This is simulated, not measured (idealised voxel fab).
Process module heading - voxel double patterning
We display cut, a cross-section 265 nm in width whose square cells are each 5 nm.
For the purposes of this document, a cross-section shall be understood as a grid of square cells, specified as bands listed in top-to-bottom order, each band consisting of one or more rows of cells. A band entry consists of two parts. The first gives the height of the band's top and the height of its bottom, in nm. The rest lists the band's materials from left to right, each with its width in nm. A single material labelled with the word "everywhere" fills the band from edge to edge, and the word "blank" marks empty space. Heights are reckoned from 0. Under this level, the received wafer is all of one material. The bottommost band is open-ended downward, for example "0..down". With a width like "30..40", each row of cells in the band differs from the next by the same amount, the top row carrying the first number and the bottom row the second. "nothing different" (step): cross-section cells unchanged, all of them. If an empty space has no open way to the top and is at least 8 cells in size, "Closed void inventory" lists it, written width x height at distance, where distance is measured from the left edge and every value is in nm. On each step's line, the part that comes after the settings is the simulator's own comment on the step. When a step includes a mask, the "overlay nm" setting on its line states how far to the right of its planned place that mask lay, and negative values state how far to the left.
Set out below are the planned steps of the process
step 1: RECEIVE: material Si
step 2: CONFORMAL_DEP: material SiO2, thk nm 10
step 3: DIRECTIONAL_DEP: material polySi, thk nm 20
step 4: DIRECTIONAL_DEP: material SiCN, thk nm 5
step 5: DIRECTIONAL_DEP: material aC, thk nm 15
step 6: PATTERN: tone open, mask id FIRST, material resist, width nm 15, pitch nm 50, thk nm 35, overlay nm 0
step 7: DIRECTIONAL_ETCH: etch materials aC, depth nm 15
step 8: STRIP: etch materials resist
step 9: DIRECTIONAL_ETCH: etch materials SiCN, depth nm 5
step 10: STRIP: etch materials aC
step 11: PATTERN: tone open, mask id SECOND, material resist, width nm 15, thk nm 20, overlay nm 0
step 12: DIRECTIONAL_ETCH: etch materials SiCN, depth nm 5
step 13: STRIP: etch materials resist
step 14: DIRECTIONAL_ETCH: etch materials polySi, depth nm 20
step 15: STRIP: etch materials SiCN
Cross-section of the wafer as it came to us, i.e., already through step 1
	0..down | Si everywhere
	Closed void inventory: none
The following cross-section depicts the wafer upon conclusion of the module. Processing commenced from the starting condition illustrated above and adhered to the plan illustrated above, save for one mistake in execution
	30..10 | blank 100 nm, polySi 15 nm, blank 35 nm, polySi 15 nm, blank 100 nm
	10..0 | SiO2 everywhere
	0..down | Si everywhere
	Closed void inventory: none
Nonconformance to the process plan: step 6 went in with a setting other than planned; the actual run was PATTERN: tone cover, mask id FIRST, material resist, width nm 15, pitch nm 50, thk nm 35, overlay nm 0
